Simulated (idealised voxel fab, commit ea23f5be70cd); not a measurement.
process module | voxel transistor to metal
cross-section cut | 205 nm wide | cells 5 nm
A cross-section is a grid of square cells, given in bands from the top down. A band is one or more rows of cells.
Each band's line starts with the height of the band's top and of its bottom, in nm. Then come its materials from left to right, each with its width in nm. One material with "throughout" fills the band from edge to edge. "air" is empty space.
Height 0 is the level under which the wafer as received is all one material. The lowest band goes on downwards, as in "0 down".
A width such as "30 to 40" changes by the same amount from each row of cells to the next, from the band's top row to its bottom row.
"no change" after a step means that no cell of the cross-section changed.
closed voids: empty space of 8 cells or more with no open way to the top, each as width x height at its distance from the left edge, in nm
after a step's settings: what the simulator itself notes on the step
overlay nm, on a step with a mask: how far to the right of its planned place the mask lay; to the left if negative
plan
1 op RECEIVE | material Si
2 op CONFORMAL_DEP | material SiO2 | thk nm 5
3 op CONFORMAL_DEP | material SiN | thk nm 10
4 op MASKED_ETCH | tone cover | mask id ACTIVE | width nm 110 | etch materials SiN | depth nm 10 | overlay nm 0
5 op MASKED_ETCH | tone cover | mask id ACTIVE | width nm 110 | etch materials SiO2 | depth nm 5 | overlay nm 0
6 op MASKED_ETCH | tone cover | mask id ACTIVE | width nm 110 | etch materials Si | depth nm 25 | overlay nm 0
7 op FILL_DEP | material SiO2 | thk nm 15
8 op CMP | height nm 15
9 op SELECTIVE_ETCH | etch materials SiO2 | depth nm 5
10 op STRIP | etch materials SiN
11 op SELECTIVE_ETCH | etch materials SiO2 | depth nm 5
12 op OXIDIZE | depth nm 5
13 op DIRECTIONAL_DEP | material polySi | thk nm 20
14 op DIRECTIONAL_DEP | material SiCN | thk nm 10
15 op MASKED_ETCH | tone cover | mask id GATE | width nm 20 | etch materials SiCN | depth nm 20 | overlay nm 0
16 op MASKED_ETCH | tone cover | mask id GATE | width nm 20 | etch materials polySi | depth nm 30 | overlay nm -10
17 op CONFORMAL_DEP | material SiN | thk nm 10
18 op DIRECTIONAL_ETCH | etch materials SiN | depth nm 10
19 op DIRECTIONAL_ETCH | etch materials SiO2 | depth nm 5
20 op DIRECTIONAL_ETCH | etch materials Si | depth nm 5
21 op EPI | material SiGe | thk nm 5
22 op FILL_DEP | material SiO2 | thk nm 5
23 op CMP | height nm 30
24 op DIRECTIONAL_DEP | material SiO2 | thk nm 15
25 op PATTERN | tone open | mask id CONTACT | material resist | width nm 20 | pitch nm 80 | thk nm 15 | overlay nm 0
26 op DIRECTIONAL_ETCH | etch materials SiO2 | depth nm 50
27 op STRIP | etch materials resist
28 op CONFORMAL_DEP | material TiN | thk nm 5
29 op FILL_DEP | material W | thk nm 5
30 op CMP | height nm 45
31 op CONFORMAL_DEP | material SiCN | thk nm 5
32 op DIRECTIONAL_DEP | material lowk | thk nm 25
33 op MASKED_ETCH | tone open | mask id METAL_1 | width nm 20 | pitch nm 80 | etch materials lowk | depth nm 25 | overlay nm 0
34 op MASKED_ETCH | tone open | mask id METAL_1 | width nm 20 | pitch nm 80 | etch materials SiCN | depth nm 5 | overlay nm 0
35 op CONFORMAL_DEP | material TiN | thk nm 5
36 op FILL_DEP | material Cu | thk nm 10
37 op CMP | height nm 75
38 op CONFORMAL_DEP | material SiCN | thk nm 5
39 op DIRECTIONAL_DEP | material SiO2 | thk nm 30
40 op MASKED_ETCH | tone open | mask id METAL_2 | width nm 20 | pitch nm 80 | etch materials SiO2 | depth nm 15 | overlay nm 0
41 op MASKED_ETCH | tone open | mask id METAL_2_HOLES | width nm 15 | pitch nm 80 | etch materials SiO2 | depth nm 15 | overlay nm 0
42 op MASKED_ETCH | tone open | mask id METAL_2_HOLES | width nm 15 | pitch nm 80 | etch materials SiCN | depth nm 5 | overlay nm 0
43 op CONFORMAL_DEP | material TiN | thk nm 5
44 op FILL_DEP | material Cu | thk nm 10
45 op CMP | height nm 110
46 op CONFORMAL_DEP | material SiCN | thk nm 5
varied across the wafers: overlay nm of step 16. The plan shows the first wafer's value. All wafers start alike
first wafer as received, after step 1
  0 down: Si throughout
  closed voids: none
each wafer at the end: cells of each material gained (+) or lost (-) since it was received, then its closed voids
overlay nm -10 | +36 Cu | -127 Si | +117 SiCN | +14 SiGe | +28 SiN | +549 SiO2 | +104 TiN | +33 W | +165 lowk | +24 polySi | closed voids: none
overlay nm -5 | +36 Cu | -128 Si | +117 SiCN | +15 SiGe | +28 SiN | +552 SiO2 | +104 TiN | +34 W | +165 lowk | +20 polySi | closed voids: none
overlay nm 0 | +36 Cu | -129 Si | +117 SiCN | +16 SiGe | +28 SiN | +556 SiO2 | +104 TiN | +34 W | +165 lowk | +16 polySi | closed voids: none
overlay nm 5 | +36 Cu | -128 Si | +117 SiCN | +15 SiGe | +28 SiN | +552 SiO2 | +104 TiN | +34 W | +165 lowk | +20 polySi | closed voids: none
overlay nm 10 | +36 Cu | -127 Si | +117 SiCN | +14 SiGe | +28 SiN | +549 SiO2 | +104 TiN | +33 W | +165 lowk | +24 polySi | closed voids: none
